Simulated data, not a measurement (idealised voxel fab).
Process module in this document: voxel double patterning
Displayed cross-section: cut, width of 160 nm, square cells sized 5 nm.
If you're reading a cross-section in this doc, picture square cells in a grid; it comes to you as bands, top ones listed first down to the bottom, and a band can be one or more rows of cells.
Each band's line starts with the height of the band's top and of its bottom, in nm. Then come its materials from left to right, each with its width in nm. One material with "edge to edge" fills the band from edge to edge. "empty" is empty space.
Heights are measured from 0, the level below which the as-received wafer is all one material; the lowest band has no bottom and continues downward, written as in "0 and below".
The expression "30 to 40" gives the width at the extremes of the band, the first number at its top row of cells and the second at its bottom row, with the width changing by equal amounts from each row to the next in between.
"everything unchanged" -> step changed no cross-section cell.
In "Enclosed cavity list" the enclosed voids are listed, meaning empty spaces of 8 cells or larger without any opening to the top. The form is width x height at distance, distance from the left edge, units nm.
That trailing text on a step's line, after the settings, is the simulator's own remark on the step.
overlay nm: how far to the right of its planned place the mask lay on this masked step (negative: to the left).
-- The process steps that were planned are listed below
| 1 | RECEIVE | material Si |
| 2 | CONFORMAL_DEP | material SiN | thk nm 5 |
| 3 | DIRECTIONAL_DEP | material SiO2 | thk nm 20 |
| 4 | DIRECTIONAL_DEP | material SiCN | thk nm 5 |
| 5 | DIRECTIONAL_DEP | material aC | thk nm 15 |
| 6 | PATTERN | tone open | mask id FIRST | material resist | width nm 15 | pitch nm 50 | thk nm 30 | overlay nm 0 |
| 7 | DIRECTIONAL_ETCH | etch materials aC | depth nm 15 |
| 8 | STRIP | etch materials resist |
| 9 | DIRECTIONAL_ETCH | etch materials SiCN | depth nm 5 |
| 10 | STRIP | etch materials aC |
| 11 | DIRECTIONAL_DEP | material aC | thk nm 10 |
| 12 | PATTERN | tone open | mask id SECOND | material resist | width nm 15 | thk nm 25 | overlay nm 0 |
| 13 | DIRECTIONAL_ETCH | etch materials aC | depth nm 10 |
| 14 | STRIP | etch materials resist |
| 15 | DIRECTIONAL_ETCH | etch materials SiCN | depth nm 5 |
| 16 | STRIP | etch materials aC |
| 17 | DIRECTIONAL_ETCH | etch materials SiO2 | depth nm 20 |
| 18 | STRIP | etch materials SiCN |
Variable across wafers: step 4 thk nm (plan value is that of the first wafer; starting state common to all).
-- Cross-section: the first of several wafers in its as-received state, i.e. following step 1
	0 and below | Si edge to edge
	Enclosed cavity list: none
-- End-of-module cross-section, first of several wafers, after last step 18
	25 down to 5 | 45 SiO2 | 15 empty | 10 SiO2 | 15 empty | 10 SiO2 | 15 empty | 50 SiO2
	5 down to 0 | SiN edge to edge
	0 and below | Si edge to edge
	Enclosed cavity list: none
-- Last wafer x-sec, end of module
	25 down to 5 | SiO2 edge to edge
	5 down to 0 | SiN edge to edge
	0 and below | Si edge to edge
	Enclosed cavity list: none
-- Per wafer, end of module: cells gained (+) or lost (-) per material since receipt, then closed voids
thk nm 5 | +32 SiN | +92 SiO2 | Enclosed cavity list: none
thk nm 10 | +32 SiN | +128 SiO2 | Enclosed cavity list: none
thk nm 15 | +32 SiN | +128 SiO2 | Enclosed cavity list: none
thk nm 20 | +32 SiN | +128 SiO2 | Enclosed cavity list: none
